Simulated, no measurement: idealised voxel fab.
process module | voxel capacitor over wiring
We display cut, a cross-section 265 nm in width whose square cells are each 5 nm.
If you're reading a cross-section in this doc, picture square cells in a grid; it comes to you as bands, top ones listed first down to the bottom, and a band can be one or more rows of cells. Each band's line starts with the height of the band's top and of its bottom, in nm. Then come its materials from left to right, each with its width in nm. One material with "everywhere" fills the band from edge to edge. "empty" is empty space. Heights are expressed relative to 0, this being the level below which the as-received wafer comprises one material exclusively. The lowest band is unbounded in the downward direction and is denoted as in "0 -> down". It should be noted that a width expressed as "30..40" varies in equal increments from row to row of cells within the band, taking the value of the first number at the top row and that of the second number at the bottom row. For the purposes of this document, the phrase "nothing got changed" attached to a step denotes that no cell within the cross-section was modified by that step. "Voids, enclosed" enumerates empty spaces isolated from the top, with no open way to it, that contain at least 8 cells, giving each as width x height at distance from the left edge, all three in nm. If you see something after the settings on a step's line, that's the simulator's own remark about that step. A step's line can hold "overlay nm"; with a mask on that step, the setting says how far right of the planned place the mask lay, while a negative setting says it lay to the left.

Below is the list of planned process steps:
| 1 | RECEIVE,material Si |
| 2 | CONFORMAL_DEP,material SiO2,thk nm 15 |
| 3 | CONFORMAL_DEP,material SiCN,thk nm 5 |
| 4 | DIRECTIONAL_DEP,material lowk,thk nm 20 |
| 5 | DIRECTIONAL_DEP,material aC,thk nm 10 |
| 6 | PATTERN,tone open,mask id METAL_1,material resist,width nm 30,pitch nm 80,thk nm 25,overlay nm 0 |
| 7 | DIRECTIONAL_ETCH,etch materials aC,depth nm 10 |
| 8 | STRIP,etch materials resist |
| 9 | DIRECTIONAL_ETCH,etch materials lowk,depth nm 20 |
| 10 | DIRECTIONAL_ETCH,etch materials SiCN,depth nm 5 |
| 11 | STRIP,etch materials aC |
| 12 | CONFORMAL_DEP,material TiN,thk nm 5 |
| 13 | FILL_DEP,material Ru,thk nm 10 |
| 14 | CMP,height nm 40 |
| 15 | EPI,material Ru,thk nm 5 |
| 16 | FILL_DEP,material SiCN,thk nm 5 |
| 17 | DIRECTIONAL_DEP,material SiO2,thk nm 20 |
| 18 | DIRECTIONAL_DEP,material aC,thk nm 10 |
| 19 | PATTERN,tone open,mask id PLUG_1,material resist,width nm 15,thk nm 25,overlay nm 0 |
| 20 | DIRECTIONAL_ETCH,etch materials aC,depth nm 10 |
| 21 | STRIP,etch materials resist |
| 22 | DIRECTIONAL_ETCH,etch materials SiO2,depth nm 20 |
| 23 | DIRECTIONAL_ETCH,etch materials SiCN,depth nm 5 |
| 24 | STRIP,etch materials aC |
| 25 | CONFORMAL_DEP,material TiN,thk nm 5 |
| 26 | FILL_DEP,material Cu,thk nm 5 |
| 27 | CMP,height nm 70 |
| 28 | DIRECTIONAL_DEP,material TiN,thk nm 5 |
| 29 | DIRECTIONAL_DEP,material SiN,thk nm 5 |
| 30 | DIRECTIONAL_DEP,material TiN,thk nm 5 |
| 31 | DIRECTIONAL_DEP,material aC,thk nm 15 |
| 32 | PATTERN,tone cover,mask id UPPER_PLATE,material resist,width nm 55,thk nm 30,overlay nm 0 |
| 33 | DIRECTIONAL_ETCH,etch materials aC,depth nm 15 |
| 34 | STRIP,etch materials resist |
| 35 | DIRECTIONAL_ETCH,etch materials TiN,depth nm 5 |
| 36 | DIRECTIONAL_ETCH,etch materials SiN,depth nm 5 |
| 37 | STRIP,etch materials aC |
| 38 | MASKED_ETCH,tone cover,mask id LOWER_PLATE,width nm 65,etch materials TiN,depth nm 5,overlay nm 0 |
| 39 | FILL_DEP,material SiO2,thk nm 15 |
| 40 | CMP,height nm 95 |
| 41 | MASKED_ETCH,tone open,mask id PLUG_2,width nm 15,etch materials SiO2,depth nm 10,overlay nm 0 |
| 42 | CONFORMAL_DEP,material TiN,thk nm 5 |
| 43 | FILL_DEP,material Cu,thk nm 5 |
| 44 | CMP,height nm 95 |
| 45 | CONFORMAL_DEP,material SiCN,thk nm 5 |

Cross-section of the wafer as it came to us, i.e., already through step 1:
0 -> down | Si everywhere
Voids, enclosed: none

This is how the wafer looks in cross-section once the module is done, given the starting state and plan above and one mistake in carrying the plan out:
100 -> 95 | SiCN everywhere
95 -> 90 | 100 of SiO2; 5 of TiN; 5 of Cu; 5 of TiN; 150 of SiO2
90 -> 80 | 100..90 of SiO2; 15..55 of TiN; 150..120 of SiO2
80 -> 75 | 90 of SiO2; 55 of SiN; 120 of SiO2
75 -> 70 | 85 of SiO2; 65 of TiN; 115 of SiO2
70 -> 50 | 90 of SiO2; 5 of TiN; 5 of Cu; 5 of TiN; 160 of SiO2
50 -> 45 | 90 of SiCN; 15 of TiN; 160 of SiCN
45 -> 35 | Ru everywhere
35 -> 30 | 80 of TiN; 20 of Ru; 60 of TiN; 20 of Ru; 85 of TiN
30 -> 20 | 75 of lowk; 5 of TiN; 20 of Ru; 5 of TiN; 50 of lowk; 5 of TiN; 20 of Ru; 5 of TiN; 80 of lowk
20 -> 15 | 75 of SiCN; 30 of TiN; 50 of SiCN; 30 of TiN; 80 of SiCN
15 -> 0 | SiO2 everywhere
0 -> down | Si everywhere
Voids, enclosed: none
Where did the run depart from the plan? step 4 was run on a setting that differed from the plan, and what really ran there is DIRECTIONAL_DEP,material lowk,thk nm 10
